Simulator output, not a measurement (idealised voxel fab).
process module | voxel wiring stack
cross-section cut | 250 nm wide | cells 5 nm
A cross-section is a grid of square cells, given in bands from the top down. A band is one or more rows of cells.
Each band's line starts with the height of the band's top and of its bottom, in nm. Then come its materials from left to right, each with its width in nm. One material with "throughout" fills the band from edge to edge. "air" is empty space.
Height 0 is the level under which the wafer as received is all one material. The lowest band goes on downwards, as in "0 down".
A width such as "30 to 40" changes by the same amount from each row of cells to the next, from the band's top row to its bottom row.
"no change" after a step means that no cell of the cross-section changed.
closed voids: empty space of 8 cells or more with no open way to the top, each as width x height at its distance from the left edge, in nm
after a step's settings: what the simulator itself notes on the step
overlay nm, on a step with a mask: how far to the right of its planned place the mask lay; to the left if negative
plan
1 op RECEIVE | material Si
2 op CONFORMAL_DEP | material SiO2 | thk nm 15
3 op CONFORMAL_DEP | material SiN | thk nm 5
4 op DIRECTIONAL_DEP | material lowk | thk nm 20
5 op MASKED_ETCH | tone open | mask id METAL_1 | width nm 30 | pitch nm 60 | etch materials lowk | depth nm 20 | overlay nm 0
6 op MASKED_ETCH | tone open | mask id METAL_1 | width nm 30 | pitch nm 60 | etch materials SiN | depth nm 5 | overlay nm 0
7 op CONFORMAL_DEP | material TiN | thk nm 5
8 op FILL_DEP | material Cu | thk nm 10
9 op CMP | height nm 40
10 op CONFORMAL_DEP | material SiCN | thk nm 5
11 op DIRECTIONAL_DEP | material lowk | thk nm 20
12 op PATTERN | tone open | mask id PLUG_1 | material resist | width nm 15 | pitch nm 60 | thk nm 15 | overlay nm 0
13 op DIRECTIONAL_ETCH | etch materials lowk | depth nm 20
14 op DIRECTIONAL_ETCH | etch materials SiCN | depth nm 5
15 op STRIP | etch materials resist
16 op CONFORMAL_DEP | material TiN | thk nm 5
17 op FILL_DEP | material Ru | thk nm 5
18 op CMP | height nm 65
19 op CONFORMAL_DEP | material SiN | thk nm 5
20 op DIRECTIONAL_DEP | material SiO2 | thk nm 15
21 op DIRECTIONAL_DEP | material aC | thk nm 15
22 op PATTERN | tone open | mask id METAL_2 | material resist | width nm 30 | pitch nm 60 | thk nm 35 | overlay nm 0
23 op DIRECTIONAL_ETCH | etch materials aC | depth nm 15
24 op STRIP | etch materials resist
25 op DIRECTIONAL_ETCH | etch materials SiO2 | depth nm 15
26 op DIRECTIONAL_ETCH | etch materials SiN | depth nm 5
27 op STRIP | etch materials aC
28 op CONFORMAL_DEP | material TiN | thk nm 5
29 op FILL_DEP | material Cu | thk nm 5
30 op CMP | height nm 85
31 op CONFORMAL_DEP | material SiN | thk nm 5
as received, after step 1
  0 down: Si throughout
  closed voids: none
a wafer at the end: this start, this plan, one mistake
  90 to 85: SiN throughout
  85 to 70: Cu 45 | TiN 5 | SiO2 30 | TiN 5 | Cu 20 | TiN 5 | SiO2 30 | TiN 5 | Cu 20 | TiN 5 | SiO2 30 | TiN 5 | Cu 45
  70 to 65: TiN 50 | SiN 30 | TiN 30 | SiN 30 | TiN 30 | SiN 30 | TiN 50
  65 to 45: lowk 50 | TiN 5 | Ru 5 | TiN 5 | lowk 45 | TiN 5 | Ru 5 | TiN 5 | lowk 45 | TiN 5 | Ru 5 | TiN 5 | lowk 65
  45 to 40: SiCN 50 | TiN 15 | SiCN 45 | TiN 15 | SiCN 45 | TiN 15 | SiCN 65
  40 to 20: lowk 50 | TiN 5 | Cu 20 | TiN 5 | lowk 30 | TiN 5 | Cu 20 | TiN 5 | lowk 30 | TiN 5 | Cu 20 | TiN 5 | lowk 50
  20 to 15: SiN 50 | TiN 30 | SiN 30 | TiN 30 | SiN 30 | TiN 30 | SiN 50
  15 to 0: SiO2 throughout
  0 down: Si throughout
  closed voids: none
what went wrong: step 22 ran as: op PATTERN | tone cover | mask id METAL_2 | material resist | width nm 30 | pitch nm 60 | thk nm 35 | overlay nm 0
